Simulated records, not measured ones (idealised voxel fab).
The name of this process module is voxel tone inversion.
Pictured: cross-section cut, 275 nm wide, on a grid of 5 nm square cells.
For the purposes of this document, a cross-section shall be understood as a grid of square cells, specified as bands listed in top-to-bottom order, each band consisting of one or more rows of cells.
Top, bottom (nm), then materials left to right with widths (nm); lone material tagged "edge to edge" fills the whole band edge to edge; "air" = empty space.
For the purposes of this specification, 0 denotes the height below which the wafer in its as-received condition is composed wholly of one material, and the lowermost band, lacking a lower limit, extends downward without end, as expressed in "0 -> down".
Top row gets the first number, bottom row gets the second, and each row in between changes by the same step: that is how a band width like "30..40" works.
No cell of the cross-section changed in a step that is given as "everything unchanged".
What "Non-vented voids" gives you is every empty space of 8 cells or more that is cut off from the top. Each appears as width x height at distance, with the distance taken from the left edge and width, height and distance all in nm.
Anything after a step's settings on that line? It's the simulator's own note about the step.
Steps that use a mask can have "overlay nm" on their line. It says how far the mask sat to the right of where it was meant to be. Negative means to the left.
**Process steps (planned)**
1,RECEIVE: material Si
2,CONFORMAL_DEP: material SiCN, thk nm 5
3,DIRECTIONAL_DEP: material aC, thk nm 25
4,PATTERN: tone cover, mask id POSTS, material resist, width nm 25, pitch nm 55, thk nm 30, overlay nm 0
5,DIRECTIONAL_ETCH: etch materials aC, depth nm 25
6,STRIP: etch materials resist
7,FILL_DEP: material SiO2, thk nm 10
8,CMP: height nm 30
9,STRIP: etch materials aC
**Wafer at receipt (post step 1), cross-section**
0 -> down | Si edge to edge
Non-vented voids: none
**First wafer of two, sectioned at end of module; run went per plan**
30 -> 5 | 40 nm SiO2 | 25 nm air | 30 nm SiO2 | 25 nm air | 30 nm SiO2 | 25 nm air | 30 nm SiO2 | 25 nm air | 45 nm SiO2
5 -> 0 | SiCN edge to edge
0 -> down | Si edge to edge
Non-vented voids: none
**Wafer two, end of module, cross-section. Same start, same plan as wafer one. One mistake in the run**
30 -> 25 | SiO2 edge to edge
25 -> 0 | 40 nm SiO2 | 25 nm aC | 30 nm SiO2 | 25 nm aC | 30 nm SiO2 | 25 nm aC | 30 nm SiO2 | 25 nm aC | 45 nm SiO2
0 -> down | Si edge to edge
Non-vented voids: none
Finding, execution versus plan: step 2 from the plan never happened, it was just skipped
Wafer comparison, final, in cells, second relative to first, materials more or fewer: SiCN: 55 fewer; SiO2: 55 more; aC: 100 more
